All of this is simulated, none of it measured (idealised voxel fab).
process module | voxel gate over fins
cross-section cut | 290 nm wide | cells 5 nm
A cross-section is a grid of square cells, given in bands from the top down. A band is one or more rows of cells.
Each band's line starts with the height of the band's top and of its bottom, in nm. Then come its materials from left to right, each with its width in nm. One material with "throughout" fills the band from edge to edge. "air" is empty space.
Height 0 is the level under which the wafer as received is all one material. The lowest band goes on downwards, as in "0 down".
A width such as "30 to 40" changes by the same amount from each row of cells to the next, from the band's top row to its bottom row.
"no change" after a step means that no cell of the cross-section changed.
closed voids: empty space of 8 cells or more with no open way to the top, each as width x height at its distance from the left edge, in nm
after a step's settings: what the simulator itself notes on the step
overlay nm, on a step with a mask: how far to the right of its planned place the mask lay; to the left if negative
plan
1 op RECEIVE | material Si
2 op CONFORMAL_DEP | material SiN | thk nm 5
3 op PATTERN | tone cover | mask id FINS | material resist | width nm 15 | pitch nm 35 | thk nm 20 | overlay nm 0
4 op DIRECTIONAL_ETCH | etch materials SiN | depth nm 5
5 op DIRECTIONAL_ETCH | etch materials Si | depth nm 35
6 op STRIP | etch materials resist
7 op FILL_DEP | material SiO2 | thk nm 5
8 op CMP | height nm 5
9 op SELECTIVE_ETCH | etch materials SiO2 | depth nm 20
10 op STRIP | etch materials SiN
11 op CONFORMAL_DEP | material HfO2 | thk nm 5
12 op CONFORMAL_DEP | material TiN | thk nm 5
13 op CONFORMAL_DEP | material TiAl | thk nm 5
14 op CONFORMAL_DEP | material TiN | thk nm 5
15 op FILL_DEP | material W | thk nm 10
16 op CMP | height nm 25
17 op CONFORMAL_DEP | material SiCN | thk nm 5
as received, after step 1
  0 down: Si throughout
  closed voids: none
a wafer at the end: this start, this plan, one mistake
  30 to 25: SiCN throughout
  25 to 20: W throughout
  20 to 15: TiN throughout
  15 to 10: TiAl throughout
  10 to 5: TiN throughout
  5 to 0: HfO2 105 | TiN 5 | HfO2 30 | TiN 5 | HfO2 30 | TiN 5 | HfO2 110
  0 to -10: Si 100 | HfO2 5 | TiN 5 | HfO2 5 | Si 20 | HfO2 5 | TiN 5 | HfO2 5 | Si 20 | HfO2 5 | TiN 5 | HfO2 5 | Si 105
  -10 to -15: Si 100 | HfO2 15 | Si 20 | HfO2 15 | Si 20 | HfO2 15 | Si 105
  -15 to -35: Si 100 | SiO2 15 | Si 20 | SiO2 15 | Si 20 | SiO2 15 | Si 105
  -35 down: Si throughout
  closed voids: none
what went wrong: step 3 ran as: op PATTERN | tone open | mask id FINS | material resist | width nm 15 | pitch nm 35 | thk nm 20 | overlay nm 0
